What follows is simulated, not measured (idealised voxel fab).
voxel fin reveal: a process module
Square cell edge 5 nm, section width 285 nm, ID cut.
Heads up, the way a cross-section reads in here is a grid of square cells, handed over as bands from the top down, with every band being one or more rows of cells. It is stipulated that each band's entry specify, in nanometres, the height of the top of the band and then that of its bottom, followed by the materials of the band in left-to-right sequence, each together with its width in nanometres. A single material marked by the word "edge to edge" is understood to fill the band from edge to edge; the word "empty" is understood to denote empty space. A quick word on heights: they are counted from 0, and under that level the wafer as it came to us is one material throughout. The lowest band is different from the rest in having no bottom; it simply continues downward, written as in "top 0, no bottom". With a width like "30->40", each row of cells in the band differs from the next by the same amount, the top row carrying the first number and the bottom row the second. "left unchanged", as given for a step, is the statement that not any cell of the cross-section underwent a change during that step. Look at "Enclosed void list" for the closed voids: empty spaces with no open path to the top, sized 8 cells or up. Each is width x height at distance, distance from the left edge, all nm. On each step's line, the part that comes after the settings is the simulator's own comment on the step. What "overlay nm" on a step's line means: if the step has a mask, that mask lay this far to the right of its planned place, or, when the value is negative, to the left.

These are the steps we planned for the process:
1. RECEIVE | material Si
2. CONFORMAL_DEP | material SiN | thk nm 5
3. MASKED_ETCH | tone cover | mask id FINS | width nm 15 | pitch nm 45 | etch materials SiN | depth nm 5 | overlay nm 0
4. MASKED_ETCH | tone cover | mask id FINS | width nm 15 | pitch nm 45 | etch materials Si | depth nm 40 | overlay nm 0
5. FILL_DEP | material SiO2 | thk nm 5
6. CMP | height nm 5
7. SELECTIVE_ETCH | etch materials SiO2 | depth nm 30
8. STRIP | etch materials SiN

So this is the incoming wafer in cross-section - it's already been through step 1:
  top 0, no bottom | Si edge to edge
  Enclosed void list: none

Cross-section, first of two wafers, end of module, run as planned:
  top 0, bottom -25 | empty 110; Si 15; empty 30; Si 15; empty 115
  top -25, bottom -40 | SiO2 110; Si 15; SiO2 30; Si 15; SiO2 115
  top -40, no bottom | Si edge to edge
  Enclosed void list: none

Module end: cross-section of wafer two of two. Same start and process plan as the first wafer. One mistake during execution:
  top 0, bottom -15 | empty 110; Si 15; empty 30; Si 15; empty 115
  top -15, bottom -40 | SiO2 110; Si 15; SiO2 30; Si 15; SiO2 115
  top -40, no bottom | Si edge to edge
  Enclosed void list: none
It is concluded that the wafer was processed incorrectly with respect to the plan, in that step 7 was processed under conditions differing from the plan, specifically as SELECTIVE_ETCH | etch materials SiO2 | depth nm 20
Materials where the second wafer ends with more or fewer cells than the first: SiO2 +102
